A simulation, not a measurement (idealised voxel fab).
process module | voxel gate over fins
cross-section cut | 160 nm wide | cells 5 nm
A cross-section is a grid of square cells, given in bands from the top down. A band is one or more rows of cells.
Each band's line starts with the height of the band's top and of its bottom, in nm. Then come its materials from left to right, each with its width in nm. One material with "throughout" fills the band from edge to edge. "air" is empty space.
Height 0 is the level under which the wafer as received is all one material. The lowest band goes on downwards, as in "0 down".
A width such as "30 to 40" changes by the same amount from each row of cells to the next, from the band's top row to its bottom row.
"no change" after a step means that no cell of the cross-section changed.
closed voids: empty space of 8 cells or more with no open way to the top, each as width x height at its distance from the left edge, in nm
after a step's settings: what the simulator itself notes on the step
overlay nm, on a step with a mask: how far to the right of its planned place the mask lay; to the left if negative
plan
1 op RECEIVE | material Si
2 op CONFORMAL_DEP | material SiN | thk nm 5
3 op DIRECTIONAL_DEP | material aC | thk nm 10
4 op PATTERN | tone cover | mask id FINS | material resist | width nm 15 | pitch nm 35 | thk nm 30 | overlay nm 0
5 op DIRECTIONAL_ETCH | etch materials aC | depth nm 10
6 op STRIP | etch materials resist
7 op DIRECTIONAL_ETCH | etch materials SiN | depth nm 5
8 op DIRECTIONAL_ETCH | etch materials Si | depth nm 30
9 op STRIP | etch materials aC
10 op OXIDIZE | depth nm 5
11 op FILL_DEP | material SiO2 | thk nm 10
12 op CMP | height nm 5
13 op SELECTIVE_ETCH | etch materials SiO2 | depth nm 15
14 op STRIP | etch materials SiN
15 op CONFORMAL_DEP | material HfO2 | thk nm 5
16 op CONFORMAL_DEP | material TiN | thk nm 5
17 op CONFORMAL_DEP | material TiAl | thk nm 5
18 op CONFORMAL_DEP | material TiN | thk nm 5
19 op FILL_DEP | material W | thk nm 10
20 op CMP | height nm 25
21 op CONFORMAL_DEP | material SiCN | thk nm 5
as received, after step 1
  0 down: Si throughout
  closed voids: none
a wafer at the end: this start, this plan, one mistake
  30 to 25: SiCN throughout
  25 to 15: W throughout
  15 to 10: W 45 | TiN 70 | W 45
  10 to 5: W 45 | TiN 5 | TiAl 25 | TiN 10 | TiAl 25 | TiN 5 | W 45
  5 to 0: TiN 50 | TiAl 5 | HfO2 15 | TiAl 5 | TiN 10 | TiAl 5 | HfO2 15 | TiAl 5 | TiN 50
  0 to -5: TiAl 55 | HfO2 5 | Si 5 | HfO2 5 | TiAl 20 | HfO2 5 | Si 5 | HfO2 5 | TiAl 55
  -5 to -10: HfO2 60 | Si 5 | HfO2 30 | Si 5 | HfO2 60
  -10 to -35: SiO2 60 | Si 5 | SiO2 30 | Si 5 | SiO2 60
  -35 down: Si throughout
  closed voids: none
what went wrong: step 16 was left out
